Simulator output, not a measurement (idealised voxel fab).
process module | voxel ribs on slabs
cross-section cut | 165 nm wide | cells 5 nm
A cross-section is a grid of square cells, given in bands from the top down. A band is one or more rows of cells.
Each band's line starts with the height of the band's top and of its bottom, in nm. Then come its materials from left to right, each with its width in nm. One material with "throughout" fills the band from edge to edge. "air" is empty space.
Height 0 is the level under which the wafer as received is all one material. The lowest band goes on downwards, as in "0 down".
A width such as "30 to 40" changes by the same amount from each row of cells to the next, from the band's top row to its bottom row.
"no change" after a step means that no cell of the cross-section changed.
closed voids: empty space of 8 cells or more with no open way to the top, each as width x height at its distance from the left edge, in nm
after a step's settings: what the simulator itself notes on the step
overlay nm, on a step with a mask: how far to the right of its planned place the mask lay; to the left if negative
plan
1 op RECEIVE | material Si
2 op DIRECTIONAL_DEP | material SiO2 | thk nm 20
3 op DIRECTIONAL_DEP | material polySi | thk nm 20
4 op PATTERN | tone cover | mask id RIB | material resist | width nm 15 | thk nm 15 | overlay nm 0
5 op DIRECTIONAL_ETCH | etch materials polySi | depth nm 15
6 op STRIP | etch materials resist
7 op DIRECTIONAL_DEP | material aC | thk nm 15
8 op PATTERN | tone cover | mask id SLAB | material resist | width nm 55 | thk nm 30 | overlay nm 0
9 op DIRECTIONAL_ETCH | etch materials aC | depth nm 15
10 op STRIP | etch materials resist
11 op DIRECTIONAL_ETCH | etch materials polySi | depth nm 5
12 op STRIP | etch materials aC
13 op FILL_DEP | material SiO2 | thk nm 30
14 op CMP | height nm 60
15 op DIRECTIONAL_DEP | material W | thk nm 5
16 op DIRECTIONAL_DEP | material aC | thk nm 15
17 op PATTERN | tone cover | mask id HEATER | material resist | width nm 25 | thk nm 35 | overlay nm 0
18 op DIRECTIONAL_ETCH | etch materials aC | depth nm 15
19 op STRIP | etch materials resist
20 op DIRECTIONAL_ETCH | etch materials W | depth nm 5
21 op STRIP | etch materials aC
22 op CONFORMAL_DEP | material SiO2 | thk nm 5
as received, after step 1
  0 down: Si throughout
  closed voids: none
a wafer at the end: this start, this plan, one mistake
  70 to 65: air 65 | SiO2 35 | air 65
  65 to 60: SiO2 70 | W 25 | SiO2 70
  60 to 35: SiO2 throughout
  35 to 25: SiO2 75 | polySi 15 | SiO2 75
  25 to 20: polySi 55 | SiO2 20 | polySi 15 | SiO2 20 | polySi 55
  20 to 0: SiO2 throughout
  0 down: Si throughout
  closed voids: none
what went wrong: step 8 ran as: op PATTERN | tone open | mask id SLAB | material resist | width nm 55 | thk nm 30 | overlay nm 0
